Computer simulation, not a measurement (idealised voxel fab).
process module | voxel released beams
cross-section cut | 220 nm wide | cells 5 nm
A cross-section is a grid of square cells, given in bands from the top down. A band is one or more rows of cells.
Each band's line starts with the height of the band's top and of its bottom, in nm. Then come its materials from left to right, each with its width in nm. One material with "throughout" fills the band from edge to edge. "air" is empty space.
Height 0 is the level under which the wafer as received is all one material. The lowest band goes on downwards, as in "0 down".
A width such as "30 to 40" changes by the same amount from each row of cells to the next, from the band's top row to its bottom row.
"no change" after a step means that no cell of the cross-section changed.
closed voids: empty space of 8 cells or more with no open way to the top, each as width x height at its distance from the left edge, in nm
after a step's settings: what the simulator itself notes on the step
overlay nm, on a step with a mask: how far to the right of its planned place the mask lay; to the left if negative
plan
1 op RECEIVE | material Si
2 op CONFORMAL_DEP | material SiN | thk nm 5
3 op DIRECTIONAL_DEP | material SiO2 | thk nm 20
4 op PATTERN | tone open | mask id ANCHOR | material resist | width nm 30 | thk nm 15 | overlay nm 0
5 op DIRECTIONAL_ETCH | etch materials SiO2 | depth nm 20
6 op STRIP | etch materials resist
7 op CONFORMAL_DEP | material polySi | thk nm 10
8 op PATTERN | tone cover | mask id BEAM | material resist | width nm 95 | thk nm 15 | overlay nm 0
9 op DIRECTIONAL_ETCH | etch materials polySi | depth nm 10
10 op STRIP | etch materials resist
11 op STRIP | etch materials SiO2
first wafer, as planned
as received, after step 1
  0 down: Si throughout
  closed voids: none
after step 2
  5 to 0: SiN throughout
  below 0: unchanged
after step 3
  25 to 5: SiO2 throughout
  below 5: unchanged
after step 4
  40 to 25: resist 65 | air 30 | resist 125
  below 25: unchanged
after step 5
  40 to 25: resist 65 | air 30 | resist 125
  25 to 5: SiO2 65 | air 30 | SiO2 125
  below 5: unchanged
after step 6
  25 to 5: SiO2 65 | air 30 | SiO2 125
  below 5: unchanged
after step 7
  35 to 25: polySi 75 | air 10 | polySi 135
  25 to 15: SiO2 65 | polySi 10 | air 10 | polySi 10 | SiO2 125
  15 to 5: SiO2 65 | polySi 30 | SiO2 125
  below 5: unchanged
after step 8
  50 to 35: air 60 | resist 95 | air 65
  35 to 25: polySi 75 | resist 10 | polySi 135
  25 to 15: SiO2 65 | polySi 10 | resist 10 | polySi 10 | SiO2 125
  below 15: unchanged
after step 9
  50 to 35: air 60 | resist 95 | air 65
  35 to 25: air 60 | polySi 15 | resist 10 | polySi 70 | air 65
  below 25: unchanged
after step 10
  35 to 25: air 60 | polySi 15 | air 10 | polySi 70 | air 65
  25 to 15: SiO2 65 | polySi 10 | air 10 | polySi 10 | SiO2 125
  below 15: unchanged
after step 11
  35 to 25: air 60 | polySi 15 | air 10 | polySi 70 | air 65
  25 to 15: air 65 | polySi 10 | air 10 | polySi 10 | air 125
  15 to 5: air 65 | polySi 30 | air 125
  below 5: unchanged
second wafer: like start, like plan, one mistake. Through step 3 it matches the first wafer
when step 4 should have ended
  40 to 25: air 65 | resist 30 | air 125
  below 25: unchanged
when step 5 should have ended
  40 to 25: air 65 | resist 30 | air 125
  25 to 5: air 65 | SiO2 30 | air 125
  below 5: unchanged
when step 6 should have ended
  25 to 5: air 65 | SiO2 30 | air 125
  below 5: unchanged
when step 7 should have ended
  35 to 25: air 55 | polySi 50 | air 115
  25 to 15: air 55 | polySi 10 | SiO2 30 | polySi 10 | air 115
  15 to 5: polySi 65 | SiO2 30 | polySi 125
  below 5: unchanged
when step 8 should have ended
  50 to 35: air 60 | resist 95 | air 65
  35 to 25: air 55 | polySi 50 | resist 50 | air 65
  25 to 15: air 55 | polySi 10 | SiO2 30 | polySi 10 | resist 50 | air 65
  below 15: unchanged
when step 9 should have ended
  50 to 35: air 60 | resist 95 | air 65
  35 to 25: air 60 | polySi 45 | resist 50 | air 65
  25 to 15: air 55 | polySi 10 | SiO2 30 | polySi 10 | resist 50 | air 65
  15 to 5: air 55 | polySi 10 | SiO2 30 | polySi 60 | air 65
  below 5: unchanged
when step 10 should have ended
  35 to 25: air 60 | polySi 45 | air 115
  25 to 15: air 55 | polySi 10 | SiO2 30 | polySi 10 | air 115
  below 15: unchanged
when step 11 should have ended: no change
what went wrong: step 4 ran as: op PATTERN | tone cover | mask id ANCHOR | material resist | width nm 30 | thk nm 15 | overlay nm 0
at the end the second wafer has, in cells: 24 more of SiO2
